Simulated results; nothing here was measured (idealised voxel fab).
process module | voxel capacitor over wiring
cross-section cut | 295 nm wide | cells 5 nm
A cross-section is a grid of square cells, given in bands from the top down. A band is one or more rows of cells.
Each band's line starts with the height of the band's top and of its bottom, in nm. Then come its materials from left to right, each with its width in nm. One material with "throughout" fills the band from edge to edge. "air" is empty space.
Height 0 is the level under which the wafer as received is all one material. The lowest band goes on downwards, as in "0 down".
A width such as "30 to 40" changes by the same amount from each row of cells to the next, from the band's top row to its bottom row.
"no change" after a step means that no cell of the cross-section changed.
closed voids: empty space of 8 cells or more with no open way to the top, each as width x height at its distance from the left edge, in nm
after a step's settings: what the simulator itself notes on the step
overlay nm, on a step with a mask: how far to the right of its planned place the mask lay; to the left if negative
plan
1 op RECEIVE | material Si
2 op CONFORMAL_DEP | material SiO2 | thk nm 15
3 op CONFORMAL_DEP | material SiCN | thk nm 5
4 op DIRECTIONAL_DEP | material SiO2 | thk nm 25
5 op PATTERN | tone open | mask id METAL_1 | material resist | width nm 30 | pitch nm 95 | thk nm 20 | overlay nm 0
6 op DIRECTIONAL_ETCH | etch materials SiO2 | depth nm 25
7 op DIRECTIONAL_ETCH | etch materials SiCN | depth nm 5
8 op STRIP | etch materials resist
9 op CONFORMAL_DEP | material TiN | thk nm 5
10 op FILL_DEP | material Cu | thk nm 10
11 op CMP | height nm 45
12 op CONFORMAL_DEP | material SiCN | thk nm 5
13 op DIRECTIONAL_DEP | material SiO2 | thk nm 10
14 op MASKED_ETCH | tone open | mask id PLUG_1 | width nm 15 | etch materials SiO2 | depth nm 10 | overlay nm 0
15 op MASKED_ETCH | tone open | mask id PLUG_1 | width nm 15 | etch materials SiCN | depth nm 5 | overlay nm 0
16 op EPI | material Ru | thk nm 10
17 op EPI | material Ru | thk nm 5
18 op DIRECTIONAL_DEP | material TiN | thk nm 5
19 op DIRECTIONAL_DEP | material SiN | thk nm 5
20 op DIRECTIONAL_DEP | material TiN | thk nm 5
21 op MASKED_ETCH | tone cover | mask id UPPER_PLATE | width nm 70 | etch materials TiN | depth nm 5 | overlay nm 0
22 op MASKED_ETCH | tone cover | mask id UPPER_PLATE | width nm 70 | etch materials SiN | depth nm 5 | overlay nm 0
23 op DIRECTIONAL_DEP | material aC | thk nm 15
24 op PATTERN | tone cover | mask id LOWER_PLATE | material resist | width nm 80 | thk nm 35 | overlay nm 0
25 op DIRECTIONAL_ETCH | etch materials aC | depth nm 15
26 op STRIP | etch materials resist
27 op DIRECTIONAL_ETCH | etch materials TiN | depth nm 5
28 op STRIP | etch materials aC
29 op FILL_DEP | material SiO2 | thk nm 15
30 op CMP | height nm 85
31 op DIRECTIONAL_DEP | material aC | thk nm 10
32 op PATTERN | tone open | mask id PLUG_2 | material resist | width nm 15 | thk nm 25 | overlay nm 0
33 op DIRECTIONAL_ETCH | etch materials aC | depth nm 10
34 op STRIP | etch materials resist
35 op DIRECTIONAL_ETCH | etch materials SiO2 | depth nm 10
36 op STRIP | etch materials aC
37 op CONFORMAL_DEP | material TiN | thk nm 5
38 op FILL_DEP | material Ru | thk nm 5
39 op CMP | height nm 85
40 op CONFORMAL_DEP | material SiCN | thk nm 5
varied across the wafers: thk nm of step 18. The plan shows the first wafer's value. All wafers start alike
first wafer as received, after step 1
  0 down: Si throughout
  closed voids: none
first wafer at the end, after step 40
  90 to 85: SiCN throughout
  85 to 80: SiO2 110 | TiN 5 | Ru 5 | TiN 5 | SiO2 170
  80 to 70: SiO2 110 to 100 | TiN 15 to 70 | SiO2 170 to 125
  70 to 65: SiO2 100 | SiN 70 | SiO2 125
  65 to 60: SiO2 95 | TiN 80 | SiO2 120
  60 to 50: SiO2 100 | Ru 15 | SiO2 180
  50 to 45: SiCN 100 | Ru 15 | SiCN 180
  45 to 20: SiO2 85 | TiN 5 | Cu 20 | TiN 5 | SiO2 65 | TiN 5 | Cu 20 | TiN 5 | SiO2 85
  20 to 15: SiCN 85 | TiN 30 | SiCN 65 | TiN 30 | SiCN 85
  15 to 0: SiO2 throughout
  0 down: Si throughout
  closed voids: none
last wafer at the end
  90 to 85: SiCN throughout
  85 to 80: SiO2 100 | SiN 70 | SiO2 125
  80 to 75: SiO2 95 | TiN 80 | SiO2 120
  75 to 60: TiN throughout
  60 to 50: SiO2 100 | Ru 15 | SiO2 180
  50 to 45: SiCN 100 | Ru 15 | SiCN 180
  45 to 20: SiO2 85 | TiN 5 | Cu 20 | TiN 5 | SiO2 65 | TiN 5 | Cu 20 | TiN 5 | SiO2 85
  20 to 15: SiCN 85 | TiN 30 | SiCN 65 | TiN 30 | SiCN 85
  15 to 0: SiO2 throughout
  0 down: Si throughout
  closed voids: none
each wafer at the end: cells of each material gained (+) or lost (-) since it was received, then its closed voids
thk nm 5 | +40 Cu | +10 Ru | +162 SiCN | +14 SiN | +769 SiO2 | +67 TiN | closed voids: none
thk nm 10 | +40 Cu | +9 Ru | +162 SiCN | +14 SiN | +713 SiO2 | +124 TiN | closed voids: none
thk nm 15 | +40 Cu | +9 Ru | +162 SiCN | +14 SiN | +657 SiO2 | +180 TiN | closed voids: none
thk nm 20 | +40 Cu | +9 Ru | +162 SiCN | +14 SiN | +612 SiO2 | +225 TiN | closed voids: none
